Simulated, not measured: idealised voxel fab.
You're looking at the process module voxel released beams.
This is section cut - it's 165 nm across, gridded in 5 nm square cells.
Each cross-section below is a grid of square cells, stated as bands in top-down order, with one or more rows of cells making up each band. Heads up on the band format: heights come first, top then bottom, in nm. After that it's the materials left to right, each with its width in nm. A single material flagged "everywhere" fills the whole band edge to edge, and "blank" means there's empty space there. All heights in this document are referenced to 0, defined as the level beneath which the wafer, as received, consists entirely of one material. The lowest band is not bounded below; it extends indefinitely downward and is written in the form "top 0, no bottom". The notation "30->40" denotes a width that varies across the rows of cells in the band, beginning at the first number in the top row, finishing at the second number in the bottom row, and changing by an identical amount from each row to the next. Step marked "nothing changed"? Then no cell in the cross-section changed in it. "Sealed voids" enumerates empty spaces isolated from the top, with no open way to it, that contain at least 8 cells, giving each as width x height at distance from the left edge, all three in nm. That trailing text on a step's line, after the settings, is the simulator's own remark on the step. "overlay nm", when on a step's line for a step with a mask, measures how far to the right of its planned place the mask lay; a negative measure means to the left.

**The following list gives the planned process steps**
| 1 | RECEIVE,material Si |
| 2 | CONFORMAL_DEP,material Al2O3,thk nm 5 |
| 3 | DIRECTIONAL_DEP,material SiO2,thk nm 20 |
| 4 | PATTERN,tone open,mask id ANCHOR,material resist,width nm 35,thk nm 15,overlay nm 0 |
| 5 | DIRECTIONAL_ETCH,etch materials SiO2,depth nm 20 |
| 6 | STRIP,etch materials resist |
| 7 | CONFORMAL_DEP,material W,thk nm 10 |
| 8 | DIRECTIONAL_DEP,material aC,thk nm 10 |
| 9 | PATTERN,tone cover,mask id BEAM,material resist,width nm 120,thk nm 30,overlay nm 0 |
| 10 | DIRECTIONAL_ETCH,etch materials aC,depth nm 10 |
| 11 | STRIP,etch materials resist |
| 12 | DIRECTIONAL_ETCH,etch materials W,depth nm 10 |
| 13 | STRIP,etch materials aC |
| 14 | STRIP,etch materials SiO2 |

**First wafer, two in total, run as planned**

**Cross-section of the incoming wafer, state after step 1**
top 0, no bottom | Si everywhere
Sealed voids: none

**After step 2: wafer cross-section**
top 5, bottom 0 | Al2O3 everywhere
At heights below 0, the structure remains unaltered.

**After step 3: wafer cross-section**
top 25, bottom 5 | SiO2 everywhere
At heights below 5, the structure remains unaltered.

**After step 4: wafer cross-section**
top 40, bottom 25 | resist: 25 | blank: 35 | resist: 105
At heights below 25, the structure remains unaltered.

**After step 5: wafer cross-section**
top 40, bottom 25 | resist: 25 | blank: 35 | resist: 105
top 25, bottom 5 | SiO2: 25 | blank: 35 | SiO2: 105
At heights below 5, the structure remains unaltered.

**After step 6: wafer cross-section**
top 25, bottom 5 | SiO2: 25 | blank: 35 | SiO2: 105
At heights below 5, the structure remains unaltered.

**After step 7: wafer cross-section**
top 35, bottom 25 | W: 35 | blank: 15 | W: 115
top 25, bottom 15 | SiO2: 25 | W: 10 | blank: 15 | W: 10 | SiO2: 105
top 15, bottom 5 | SiO2: 25 | W: 35 | SiO2: 105
At heights below 5, the structure remains unaltered.

**After step 8: wafer cross-section**
top 45, bottom 35 | aC: 35 | blank: 15 | aC: 115
top 35, bottom 25 | W: 35 | blank: 15 | W: 115
top 25, bottom 15 | SiO2: 25 | W: 10 | aC: 15 | W: 10 | SiO2: 105
At heights below 15, the structure remains unaltered.

**After step 9: wafer cross-section**
top 75, bottom 45 | blank: 20 | resist: 120 | blank: 25
top 45, bottom 35 | aC: 35 | resist: 15 | aC: 115
top 35, bottom 25 | W: 35 | resist: 15 | W: 115
At heights below 25, the structure remains unaltered.

**After step 10: wafer cross-section**
top 65, bottom 45 | blank: 20 | resist: 120 | blank: 25
top 45, bottom 35 | blank: 20 | aC: 15 | resist: 15 | aC: 90 | blank: 25
At heights below 35, the structure remains unaltered.

**After step 11: wafer cross-section**
top 45, bottom 35 | blank: 20 | aC: 15 | blank: 15 | aC: 90 | blank: 25
top 35, bottom 25 | W: 35 | blank: 15 | W: 115
At heights below 25, the structure remains unaltered.

**After step 12: wafer cross-section**
top 45, bottom 35 | blank: 20 | aC: 15 | blank: 15 | aC: 90 | blank: 25
top 35, bottom 25 | blank: 20 | W: 15 | blank: 15 | W: 90 | blank: 25
At heights below 25, the structure remains unaltered.

**After step 13: wafer cross-section**
top 35, bottom 25 | blank: 20 | W: 15 | blank: 15 | W: 90 | blank: 25
top 25, bottom 15 | SiO2: 25 | W: 10 | blank: 15 | W: 10 | SiO2: 105
At heights below 15, the structure remains unaltered.

**After step 14: wafer cross-section**
top 35, bottom 25 | blank: 20 | W: 15 | blank: 15 | W: 90 | blank: 25
top 25, bottom 15 | blank: 25 | W: 10 | blank: 15 | W: 10 | blank: 105
top 15, bottom 5 | blank: 25 | W: 35 | blank: 105
At heights below 5, the structure remains unaltered.

**Wafer two: like wafer one in start and plan, but with one mistake in execution; identical up to and including step 1**

**when step 2 should have ended**
top 20, bottom 0 | SiO2 everywhere
At heights below 0, the structure remains unaltered.

**when step 3 should have ended**
top 25, bottom 20 | Al2O3 everywhere
At heights below 20, the structure remains unaltered.

**when step 4 should have ended**
top 40, bottom 25 | resist: 25 | blank: 35 | resist: 105
At heights below 25, the structure remains unaltered.

when step 5 should have ended: nothing changed

**when step 6 should have ended**
top 25, bottom 20 | Al2O3 everywhere
At heights below 20, the structure remains unaltered.

**when step 7 should have ended**
top 35, bottom 25 | W everywhere
At heights below 25, the structure remains unaltered.

**when step 8 should have ended**
top 45, bottom 35 | aC everywhere
At heights below 35, the structure remains unaltered.

**when step 9 should have ended**
top 75, bottom 45 | blank: 20 | resist: 120 | blank: 25
At heights below 45, the structure remains unaltered.

**when step 10 should have ended**
top 65, bottom 45 | blank: 20 | resist: 120 | blank: 25
top 45, bottom 35 | blank: 20 | aC: 120 | blank: 25
At heights below 35, the structure remains unaltered.

**when step 11 should have ended**
top 45, bottom 35 | blank: 20 | aC: 120 | blank: 25
At heights below 35, the structure remains unaltered.

**when step 12 should have ended**
top 45, bottom 35 | blank: 20 | aC: 120 | blank: 25
top 35, bottom 25 | blank: 20 | W: 120 | blank: 25
At heights below 25, the structure remains unaltered.

**when step 13 should have ended**
top 35, bottom 25 | blank: 20 | W: 120 | blank: 25
At heights below 25, the structure remains unaltered.

when step 14 should have ended: nothing changed
Here's what went sideways: so 2 and 3 got swapped relative to the plan, each ran where the other was supposed to
Bottom line after processing is that, in cells, the second wafer is up or down on some materials versus the first: SiO2: 132 more; W: 16 fewer
